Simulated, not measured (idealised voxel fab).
The following is a process module called voxel transistor to metal.
We display cut, a cross-section 165 nm in width whose square cells are each 5 nm.
Square cells in a grid make up a cross-section in this document, and the grid is given as bands, listed from the top down, each one or more rows of cells.
A band entry consists of two parts. The first gives the height of the band's top and the height of its bottom, in nm. The rest lists the band's materials from left to right, each with its width in nm. A single material labelled with the word "edge to edge" fills the band from edge to edge, and the word "blank" marks empty space.
Note: height 0 marks the level under which the wafer is uniformly one material as received. Lowest band unbounded below, written "from 0 down".
Note: "30->40" means the width goes from the first number (top row of the band) to the second number (bottom row) in equal steps per row of cells.
The designation "everything unchanged", where it is given for a processing step, indicates that no cell of the cross-section was altered in the course of that step.
"Enclosed internal cavities": empty spaces of 8 cells or more with no open way to the top, each given as width x height at distance, distance from the left edge, all in nm.
after a step's settings: what the simulator itself notes on the step
Steps that use a mask can have "overlay nm" on their line. It says how far the mask sat to the right of where it was meant to be. Negative means to the left.

The steps planned for the process are as follows:
1: RECEIVE with material Si
2: OXIDIZE with depth nm 5
3: CONFORMAL_DEP with material SiN, thk nm 15
4: MASKED_ETCH with tone cover, mask id ACTIVE, width nm 105, etch materials SiN, depth nm 15, overlay nm 0
5: MASKED_ETCH with tone cover, mask id ACTIVE, width nm 105, etch materials SiO2, depth nm 5, overlay nm 0
6: MASKED_ETCH with tone cover, mask id ACTIVE, width nm 105, etch materials Si, depth nm 35, overlay nm 0
7: FILL_DEP with material SiO2, thk nm 10
8: CMP with height nm 15
9: SELECTIVE_ETCH with etch materials SiO2, depth nm 15
10: STRIP with etch materials SiN
11: SELECTIVE_ETCH with etch materials SiO2, depth nm 5
12: OXIDIZE with depth nm 5
13: DIRECTIONAL_DEP with material polySi, thk nm 20
14: DIRECTIONAL_DEP with material SiCN, thk nm 15
15: PATTERN with tone cover, mask id GATE, material resist, width nm 15, thk nm 15, overlay nm 0
16: DIRECTIONAL_ETCH with etch materials SiCN, depth nm 25
17: DIRECTIONAL_ETCH with etch materials polySi, depth nm 30
18: STRIP with etch materials resist
19: CONFORMAL_DEP with material SiN, thk nm 5
20: DIRECTIONAL_ETCH with etch materials SiN, depth nm 5
21: DIRECTIONAL_ETCH with etch materials SiO2, depth nm 5
22: DIRECTIONAL_ETCH with etch materials Si, depth nm 15
23: EPI with material SiGe, thk nm 15
24: FILL_DEP with material SiO2, thk nm 5
25: CMP with height nm 30
26: DIRECTIONAL_DEP with material SiO2, thk nm 10
27: DIRECTIONAL_DEP with material aC, thk nm 10
28: PATTERN with tone open, mask id CONTACT, material resist, width nm 20, pitch nm 75, thk nm 25, overlay nm 0
29: DIRECTIONAL_ETCH with etch materials aC, depth nm 10
30: STRIP with etch materials resist
31: DIRECTIONAL_ETCH with etch materials SiO2, depth nm 50
32: STRIP with etch materials aC
33: CONFORMAL_DEP with material TiN, thk nm 5
34: FILL_DEP with material Ru, thk nm 5
35: CMP with height nm 40
36: DIRECTIONAL_DEP with material TiN, thk nm 5
37: DIRECTIONAL_DEP with material Ru, thk nm 25
38: PATTERN with tone cover, mask id METAL_1, material resist, width nm 20, pitch nm 75, thk nm 15, overlay nm 0
39: DIRECTIONAL_ETCH with etch materials Ru, depth nm 25
40: DIRECTIONAL_ETCH with etch materials TiN, depth nm 5
41: STRIP with etch materials resist
42: CONFORMAL_DEP with material SiCN, thk nm 5
43: FILL_DEP with material SiO2, thk nm 10
44: CMP with height nm 70
45: CONFORMAL_DEP with material SiN, thk nm 5

First wafer of two (run as planned):

Shown in cross-section is the wafer as received, that is, as it stands after step 1:
- from 0 down | Si edge to edge
- Enclosed internal cavities: none

State of the wafer after step 2, shown in cross-section:
- from 0 to -5 | SiO2 edge to edge
- Below -5, no change.

State of the wafer after step 3, shown in cross-section:
- from 15 to 0 | SiN edge to edge
- Below 0, no change.

State of the wafer after step 4, shown in cross-section:
- from 15 to 0 | 30 of blank, then 105 of SiN, then 30 of blank
- Below 0, no change.

State of the wafer after step 5, shown in cross-section:
- from 15 to 0 | 30 of blank, then 105 of SiN, then 30 of blank
- from 0 to -5 | 30 of blank, then 105 of SiO2, then 30 of blank
- Below -5, no change.

State of the wafer after step 6, shown in cross-section:
- from 15 to 0 | 30 of blank, then 105 of SiN, then 30 of blank
- from 0 to -5 | 30 of blank, then 105 of SiO2, then 30 of blank
- from -5 to -40 | 30 of blank, then 105 of Si, then 30 of blank
- Below -40, no change.

State of the wafer after step 7, shown in cross-section:
- from 25 to 15 | SiO2 edge to edge
- from 15 to 0 | 30 of SiO2, then 105 of SiN, then 30 of SiO2
- from 0 to -5 | SiO2 edge to edge
- from -5 to -40 | 30 of SiO2, then 105 of Si, then 30 of SiO2
- Below -40, no change.

State of the wafer after step 8, shown in cross-section:
- from 15 to 0 | 30 of SiO2, then 105 of SiN, then 30 of SiO2
- Below 0, no change.

State of the wafer after step 9, shown in cross-section:
- from 15 to 0 | 30 of blank, then 105 of SiN, then 30 of blank
- Below 0, no change.

State of the wafer after step 10, shown in cross-section:
- from 0 to -5 | SiO2 edge to edge
- Below -5, no change.

State of the wafer after step 11, shown in cross-section:
- from -5 to -40 | 30 of SiO2, then 105 of Si, then 30 of SiO2
- Below -40, no change.

State of the wafer after step 12, shown in cross-section:
- from -5 to -10 | SiO2 edge to edge
- Below -10, no change.

State of the wafer after step 13, shown in cross-section:
- from 15 to -5 | polySi edge to edge
- Below -5, no change.

State of the wafer after step 14, shown in cross-section:
- from 30 to 15 | SiCN edge to edge
- Below 15, no change.

State of the wafer after step 15, shown in cross-section:
- from 45 to 30 | 75 of blank, then 15 of resist, then 75 of blank
- Below 30, no change.

State of the wafer after step 16, shown in cross-section:
- from 45 to 30 | 75 of blank, then 15 of resist, then 75 of blank
- from 30 to 15 | 75 of blank, then 15 of SiCN, then 75 of blank
- Below 15, no change.

State of the wafer after step 17, shown in cross-section:
- from 45 to 30 | 75 of blank, then 15 of resist, then 75 of blank
- from 30 to 15 | 75 of blank, then 15 of SiCN, then 75 of blank
- from 15 to -5 | 75 of blank, then 15 of polySi, then 75 of blank
- Below -5, no change.

State of the wafer after step 18, shown in cross-section:
- from 30 to 15 | 75 of blank, then 15 of SiCN, then 75 of blank
- Below 15, no change.

State of the wafer after step 19, shown in cross-section:
- from 35 to 30 | 70 of blank, then 25 of SiN, then 70 of blank
- from 30 to 15 | 70 of blank, then 5 of SiN, then 15 of SiCN, then 5 of SiN, then 70 of blank
- from 15 to 0 | 70 of blank, then 5 of SiN, then 15 of polySi, then 5 of SiN, then 70 of blank
- from 0 to -5 | 75 of SiN, then 15 of polySi, then 75 of SiN
- Below -5, no change.

State of the wafer after step 20, shown in cross-section:
- from 30 to 15 | 70 of blank, then 5 of SiN, then 15 of SiCN, then 5 of SiN, then 70 of blank
- from 15 to -5 | 70 of blank, then 5 of SiN, then 15 of polySi, then 5 of SiN, then 70 of blank
- Below -5, no change.

State of the wafer after step 21, shown in cross-section:
- from 30 to 15 | 70 of blank, then 5 of SiN, then 15 of SiCN, then 5 of SiN, then 70 of blank
- from 15 to -5 | 70 of blank, then 5 of SiN, then 15 of polySi, then 5 of SiN, then 70 of blank
- from -5 to -10 | 70 of blank, then 25 of SiO2, then 70 of blank
- Below -10, no change.

State of the wafer after step 22, shown in cross-section:
- from 30 to 15 | 70 of blank, then 5 of SiN, then 15 of SiCN, then 5 of SiN, then 70 of blank
- from 15 to -5 | 70 of blank, then 5 of SiN, then 15 of polySi, then 5 of SiN, then 70 of blank
- from -5 to -10 | 70 of blank, then 25 of SiO2, then 70 of blank
- from -10 to -25 | 30 of SiO2, then 40 of blank, then 25 of Si, then 40 of blank, then 30 of SiO2
- Below -25, no change.

State of the wafer after step 23, shown in cross-section:
- from 30 to 15 | 70 of blank, then 5 of SiN, then 15 of SiCN, then 5 of SiN, then 70 of blank
- from 15 to 5 | 70 of blank, then 5 of SiN, then 15 of polySi, then 5 of SiN, then 70 of blank
- from 5 to -5 | 55 of blank, then 15 of SiGe, then 5 of SiN, then 15 of polySi, then 5 of SiN, then 15 of SiGe, then 55 of blank
- from -5 to -10 | 55 of blank, then 15 of SiGe, then 25 of SiO2, then 15 of SiGe, then 55 of blank
- from -10 to -25 | 30 of SiO2, then 40 of SiGe, then 25 of Si, then 40 of SiGe, then 30 of SiO2
- Below -25, no change.

State of the wafer after step 24, shown in cross-section:
- from 35 to 30 | SiO2 edge to edge
- from 30 to 15 | 70 of SiO2, then 5 of SiN, then 15 of SiCN, then 5 of SiN, then 70 of SiO2
- from 15 to 5 | 70 of SiO2, then 5 of SiN, then 15 of polySi, then 5 of SiN, then 70 of SiO2
- from 5 to -5 | 55 of SiO2, then 15 of SiGe, then 5 of SiN, then 15 of polySi, then 5 of SiN, then 15 of SiGe, then 55 of SiO2
- from -5 to -10 | 55 of SiO2, then 15 of SiGe, then 25 of SiO2, then 15 of SiGe, then 55 of SiO2
- Below -10, no change.

State of the wafer after step 25, shown in cross-section:
- from 30 to 15 | 70 of SiO2, then 5 of SiN, then 15 of SiCN, then 5 of SiN, then 70 of SiO2
- Below 15, no change.

State of the wafer after step 26, shown in cross-section:
- from 40 to 30 | SiO2 edge to edge
- Below 30, no change.

State of the wafer after step 27, shown in cross-section:
- from 50 to 40 | aC edge to edge
- Below 40, no change.

State of the wafer after step 28, shown in cross-section:
- from 75 to 50 | 35 of resist, then 20 of blank, then 55 of resist, then 20 of blank, then 35 of resist
- Below 50, no change.

State of the wafer after step 29, shown in cross-section:
- from 65 to 50 | 35 of resist, then 20 of blank, then 55 of resist, then 20 of blank, then 35 of resist
- from 50 to 40 | 35 of aC, then 20 of blank, then 55 of aC, then 20 of blank, then 35 of aC
- Below 40, no change.

State of the wafer after step 30, shown in cross-section:
- from 50 to 40 | 35 of aC, then 20 of blank, then 55 of aC, then 20 of blank, then 35 of aC
- Below 40, no change.

State of the wafer after step 31, shown in cross-section:
- from 50 to 40 | 35 of aC, then 20 of blank, then 55 of aC, then 20 of blank, then 35 of aC
- from 40 to 30 | 35 of SiO2, then 20 of blank, then 55 of SiO2, then 20 of blank, then 35 of SiO2
- from 30 to 15 | 35 of SiO2, then 20 of blank, then 15 of SiO2, then 5 of SiN, then 15 of SiCN, then 5 of SiN, then 15 of SiO2, then 20 of blank, then 35 of SiO2
- from 15 to 5 | 35 of SiO2, then 20 of blank, then 15 of SiO2, then 5 of SiN, then 15 of polySi, then 5 of SiN, then 15 of SiO2, then 20 of blank, then 35 of SiO2
- from 5 to -5 | 35 of SiO2, then 20 of blank, then 15 of SiGe, then 5 of SiN, then 15 of polySi, then 5 of SiN, then 15 of SiGe, then 20 of blank, then 35 of SiO2
- from -5 to -10 | 35 of SiO2, then 20 of blank, then 15 of SiGe, then 25 of SiO2, then 15 of SiGe, then 20 of blank, then 35 of SiO2
- Below -10, no change.

State of the wafer after step 32, shown in cross-section:
- from 40 to 30 | 35 of SiO2, then 20 of blank, then 55 of SiO2, then 20 of blank, then 35 of SiO2
- Below 30, no change.

State of the wafer after step 33, shown in cross-section:
- from 45 to 40 | 40 of TiN, then 10 of blank, then 65 of TiN, then 10 of blank, then 40 of TiN
- from 40 to 30 | 35 of SiO2, then 5 of TiN, then 10 of blank, then 5 of TiN, then 55 of SiO2, then 5 of TiN, then 10 of blank, then 5 of TiN, then 35 of SiO2
- from 30 to 15 | 35 of SiO2, then 5 of TiN, then 10 of blank, then 5 of TiN, then 15 of SiO2, then 5 of SiN, then 15 of SiCN, then 5 of SiN, then 15 of SiO2, then 5 of TiN, then 10 of blank, then 5 of TiN, then 35 of SiO2
- from 15 to 5 | 35 of SiO2, then 5 of TiN, then 10 of blank, then 5 of TiN, then 15 of SiO2, then 5 of SiN, then 15 of polySi, then 5 of SiN, then 15 of SiO2, then 5 of TiN, then 10 of blank, then 5 of TiN, then 35 of SiO2
- from 5 to -5 | 35 of SiO2, then 5 of TiN, then 10 of blank, then 5 of TiN, then 15 of SiGe, then 5 of SiN, then 15 of polySi, then 5 of SiN, then 15 of SiGe, then 5 of TiN, then 10 of blank, then 5 of TiN, then 35 of SiO2
- from -5 to -10 | 35 of SiO2, then 20 of TiN, then 15 of SiGe, then 25 of SiO2, then 15 of SiGe, then 20 of TiN, then 35 of SiO2
- Below -10, no change.

State of the wafer after step 34, shown in cross-section:
- from 50 to 45 | Ru edge to edge
- from 45 to 40 | 40 of TiN, then 10 of Ru, then 65 of TiN, then 10 of Ru, then 40 of TiN
- from 40 to 30 | 35 of SiO2, then 5 of TiN, then 10 of Ru, then 5 of TiN, then 55 of SiO2, then 5 of TiN, then 10 of Ru, then 5 of TiN, then 35 of SiO2
- from 30 to 15 | 35 of SiO2, then 5 of TiN, then 10 of Ru, then 5 of TiN, then 15 of SiO2, then 5 of SiN, then 15 of SiCN, then 5 of SiN, then 15 of SiO2, then 5 of TiN, then 10 of Ru, then 5 of TiN, then 35 of SiO2
- from 15 to 5 | 35 of SiO2, then 5 of TiN, then 10 of Ru, then 5 of TiN, then 15 of SiO2, then 5 of SiN, then 15 of polySi, then 5 of SiN, then 15 of SiO2, then 5 of TiN, then 10 of Ru, then 5 of TiN, then 35 of SiO2
- from 5 to -5 | 35 of SiO2, then 5 of TiN, then 10 of Ru, then 5 of TiN, then 15 of SiGe, then 5 of SiN, then 15 of polySi, then 5 of SiN, then 15 of SiGe, then 5 of TiN, then 10 of Ru, then 5 of TiN, then 35 of SiO2
- Below -5, no change.

State of the wafer after step 35, shown in cross-section:
- from 40 to 30 | 35 of SiO2, then 5 of TiN, then 10 of Ru, then 5 of TiN, then 55 of SiO2, then 5 of TiN, then 10 of Ru, then 5 of TiN, then 35 of SiO2
- Below 30, no change.

State of the wafer after step 36, shown in cross-section:
- from 45 to 40 | TiN edge to edge
- Below 40, no change.

State of the wafer after step 37, shown in cross-section:
- from 70 to 45 | Ru edge to edge
- Below 45, no change.

State of the wafer after step 38, shown in cross-section:
- from 85 to 70 | 35 of blank, then 20 of resist, then 55 of blank, then 20 of resist, then 35 of blank
- Below 70, no change.

State of the wafer after step 39, shown in cross-section:
- from 85 to 70 | 35 of blank, then 20 of resist, then 55 of blank, then 20 of resist, then 35 of blank
- from 70 to 45 | 35 of blank, then 20 of Ru, then 55 of blank, then 20 of Ru, then 35 of blank
- Below 45, no change.

State of the wafer after step 40, shown in cross-section:
- from 85 to 70 | 35 of blank, then 20 of resist, then 55 of blank, then 20 of resist, then 35 of blank
- from 70 to 45 | 35 of blank, then 20 of Ru, then 55 of blank, then 20 of Ru, then 35 of blank
- from 45 to 40 | 35 of blank, then 20 of TiN, then 55 of blank, then 20 of TiN, then 35 of blank
- Below 40, no change.

State of the wafer after step 41, shown in cross-section:
- from 70 to 45 | 35 of blank, then 20 of Ru, then 55 of blank, then 20 of Ru, then 35 of blank
- Below 45, no change.

State of the wafer after step 42, shown in cross-section:
- from 75 to 70 | 30 of blank, then 30 of SiCN, then 45 of blank, then 30 of SiCN, then 30 of blank
- from 70 to 45 | 30 of blank, then 5 of SiCN, then 20 of Ru, then 5 of SiCN, then 45 of blank, then 5 of SiCN, then 20 of Ru, then 5 of SiCN, then 30 of blank
- from 45 to 40 | 35 of SiCN, then 20 of TiN, then 55 of SiCN, then 20 of TiN, then 35 of SiCN
- Below 40, no change.

State of the wafer after step 43, shown in cross-section:
- from 85 to 75 | SiO2 edge to edge
- from 75 to 70 | 30 of SiO2, then 30 of SiCN, then 45 of SiO2, then 30 of SiCN, then 30 of SiO2
- from 70 to 45 | 30 of SiO2, then 5 of SiCN, then 20 of Ru, then 5 of SiCN, then 45 of SiO2, then 5 of SiCN, then 20 of Ru, then 5 of SiCN, then 30 of SiO2
- Below 45, no change.

State of the wafer after step 44, shown in cross-section:
- from 70 to 45 | 30 of SiO2, then 5 of SiCN, then 20 of Ru, then 5 of SiCN, then 45 of SiO2, then 5 of SiCN, then 20 of Ru, then 5 of SiCN, then 30 of SiO2
- Below 45, no change.

State of the wafer after step 45, shown in cross-section:
- from 75 to 70 | SiN edge to edge
- Below 70, no change.

Second Wafer (Identical Start and Plan, One Processing Error; Matches First Wafer Through Step 41):

At the planned end of step 42, the second wafer in cross-section:
- from 75 to 70 | 30 of blank, then 30 of polySi, then 45 of blank, then 30 of polySi, then 30 of blank
- from 70 to 45 | 30 of blank, then 5 of polySi, then 20 of Ru, then 5 of polySi, then 45 of blank, then 5 of polySi, then 20 of Ru, then 5 of polySi, then 30 of blank
- from 45 to 40 | 35 of polySi, then 20 of TiN, then 55 of polySi, then 20 of TiN, then 35 of polySi
- Below 40, no change.

At the planned end of step 43, the second wafer in cross-section:
- from 85 to 75 | SiO2 edge to edge
- from 75 to 70 | 30 of SiO2, then 30 of polySi, then 45 of SiO2, then 30 of polySi, then 30 of SiO2
- from 70 to 45 | 30 of SiO2, then 5 of polySi, then 20 of Ru, then 5 of polySi, then 45 of SiO2, then 5 of polySi, then 20 of Ru, then 5 of polySi, then 30 of SiO2
- Below 45, no change.

At the planned end of step 44, the second wafer in cross-section:
- from 70 to 45 | 30 of SiO2, then 5 of polySi, then 20 of Ru, then 5 of polySi, then 45 of SiO2, then 5 of polySi, then 20 of Ru, then 5 of polySi, then 30 of SiO2
- Below 45, no change.

At the planned end of step 45, the second wafer in cross-section:
- from 75 to 70 | SiN edge to edge
- Below 70, no change.
Which mistake was made when the wafer was run? step 42 off recipe, ran as CONFORMAL_DEP with material polySi, thk nm 5
Per the end-of-run cell counts, the second wafer holds more or fewer of some materials than the first: SiCN -45; polySi +45
